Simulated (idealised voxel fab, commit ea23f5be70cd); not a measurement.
Module name: voxel local oxidation (process module)
cross-section cut | 165 nm wide | cells 5 nm
A cross-section in this document is a grid of square cells, and it is written down as bands, the top band listed before the ones below it; a band is made up of one or more rows of cells.
Quick guide to a band line: top height, bottom height (nm) up front; then every material left to right with its width in nm. Only one material and it's marked "everywhere"? Then it fills the band edge to edge. And "empty" just means empty space.
It should be noted that heights are counted from 0, beneath which the wafer as supplied is of one material throughout, and that the lowest band possesses no lower boundary but continues downward, as written in "top 0, no bottom".
With a width like "30 to 40", each row of cells in the band differs from the next by the same amount, the top row carrying the first number and the bottom row the second.
"no modification" after a step means that no cell of the cross-section changed.
Listed in "Sealed void list": every empty space of 8 or more cells without an open way to the top. Form: width x height at distance, the distance being from the left edge, all in nm.
What comes after the settings on a step's line is commentary from the simulator itself on that step.
Steps that use a mask can have "overlay nm" on their line. It says how far the mask sat to the right of where it was meant to be. Negative means to the left.
The planned process steps are enumerated hereunder:
1) RECEIVE with material Si
2) OXIDIZE with depth nm 5
3) CONFORMAL_DEP with material SiN, thk nm 15
4) PATTERN with tone cover, mask id ACTIVE, material resist, width nm 105, thk nm 15, overlay nm 0
5) DIRECTIONAL_ETCH with etch materials SiN, depth nm 15
6) STRIP with etch materials resist
7) SELECTIVE_ETCH with etch materials SiO2, depth nm 5
8) OXIDIZE with depth nm 15
9) STRIP with etch materials SiN
Run as planned: first of two wafers:
Cross-section, incoming material, after step 1:
top 0, no bottom | Si everywhere
Sealed void list: none
Upon completion of step 2, the wafer appears in cross-section as shown:
top 0, bottom -5 | SiO2 everywhere
Rest of section, below -5: as before.
Upon completion of step 3, the wafer appears in cross-section as shown:
top 15, bottom 0 | SiN everywhere
Rest of section, below 0: as before.
Upon completion of step 4, the wafer appears in cross-section as shown:
top 30, bottom 15 | 30 of empty; 105 of resist; 30 of empty
Rest of section, below 15: as before.
Upon completion of step 5, the wafer appears in cross-section as shown:
top 30, bottom 15 | 30 of empty; 105 of resist; 30 of empty
top 15, bottom 0 | 30 of empty; 105 of SiN; 30 of empty
Rest of section, below 0: as before.
Upon completion of step 6, the wafer appears in cross-section as shown:
top 15, bottom 0 | 30 of empty; 105 of SiN; 30 of empty
Rest of section, below 0: as before.
Upon completion of step 7, the wafer appears in cross-section as shown:
top 15, bottom 0 | 30 of empty; 105 of SiN; 30 of empty
top 0, bottom -5 | 35 of empty; 95 of SiO2; 35 of empty
Rest of section, below -5: as before.
Upon completion of step 8, the wafer appears in cross-section as shown:
top 15, bottom 0 | 30 of empty; 105 of SiN; 30 of empty
top 0, bottom -5 | 35 of empty; 95 of SiO2; 35 of empty
top -5, bottom -20 | 50 of SiO2; 65 of Si; 50 of SiO2
Rest of section, below -20: as before.
Upon completion of step 9, the wafer appears in cross-section as shown:
top 0, bottom -5 | 35 of empty; 95 of SiO2; 35 of empty
Rest of section, below -5: as before.
Wafer two of two - same starting point, same process plan, one mistake in execution; matches wafer one up to and including step 8:
The second wafer cut through, at the time step 9 was supposed to be finished: no modification
Diagnosis: plan step 9 never ran because it was skipped
Final tally in cells, some materials are higher or lower on the second wafer than on the first: SiN: 63 more
